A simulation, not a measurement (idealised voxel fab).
process module | voxel self aligned vias
cross-section cut | 185 nm wide | cells 5 nm
A cross-section is a grid of square cells, given in bands from the top down. A band is one or more rows of cells.
Each band's line starts with the height of the band's top and of its bottom, in nm. Then come its materials from left to right, each with its width in nm. One material with "throughout" fills the band from edge to edge. "air" is empty space.
Height 0 is the level under which the wafer as received is all one material. The lowest band goes on downwards, as in "0 down".
A width such as "30 to 40" changes by the same amount from each row of cells to the next, from the band's top row to its bottom row.
"no change" after a step means that no cell of the cross-section changed.
closed voids: empty space of 8 cells or more with no open way to the top, each as width x height at its distance from the left edge, in nm
after a step's settings: what the simulator itself notes on the step
overlay nm, on a step with a mask: how far to the right of its planned place the mask lay; to the left if negative
plan
1 op RECEIVE | material Si
2 op CONFORMAL_DEP | material SiO2 | thk nm 15
3 op CONFORMAL_DEP | material SiCN | thk nm 5
4 op DIRECTIONAL_DEP | material SiO2 | thk nm 30
5 op DIRECTIONAL_DEP | material aC | thk nm 10
6 op PATTERN | tone open | mask id LINES | material resist | width nm 25 | pitch nm 50 | thk nm 25 | overlay nm 0
7 op DIRECTIONAL_ETCH | etch materials aC | depth nm 10
8 op STRIP | etch materials resist
9 op DIRECTIONAL_ETCH | etch materials SiO2 | depth nm 30
10 op STRIP | etch materials aC
11 op CONFORMAL_DEP | material TiN | thk nm 5
12 op FILL_DEP | material W | thk nm 5
13 op CMP | height nm 50
14 op SELECTIVE_ETCH | etch materials W Ru TiN | depth nm 5
15 op FILL_DEP | material SiN | thk nm 10
16 op CMP | height nm 50
17 op DIRECTIONAL_DEP | material SiO2 | thk nm 15
18 op MASKED_ETCH | tone open | mask id VIAS | width nm 35 | etch materials SiO2 | depth nm 15 | overlay nm 0
19 op MASKED_ETCH | tone open | mask id VIAS | width nm 35 | etch materials SiN | depth nm 5 | overlay nm 0
20 op CONFORMAL_DEP | material TiN | thk nm 5
21 op FILL_DEP | material Cu | thk nm 10
22 op CMP | height nm 65
23 op CONFORMAL_DEP | material SiCN | thk nm 5
as received, after step 1
  0 down: Si throughout
  closed voids: none
a wafer at the end: this start, this plan, one mistake
  70 to 65: SiCN throughout
  65 to 55: Cu 45 | TiN 5 | SiO2 35 | TiN 5 | Cu 95
  55 to 50: TiN 50 | SiO2 35 | TiN 100
  50 to 45: SiO2 55 | SiN 25 | SiO2 25 | SiN 25 | SiO2 55
  45 to 25: SiO2 55 | TiN 5 | W 15 | TiN 5 | SiO2 25 | TiN 5 | W 15 | TiN 5 | SiO2 55
  25 to 20: SiO2 55 | TiN 25 | SiO2 25 | TiN 25 | SiO2 55
  20 to 15: SiCN throughout
  15 to 0: SiO2 throughout
  0 down: Si throughout
  closed voids: none
what went wrong: step 18 ran as: op MASKED_ETCH | tone cover | mask id VIAS | width nm 35 | etch materials SiO2 | depth nm 15 | overlay nm 0
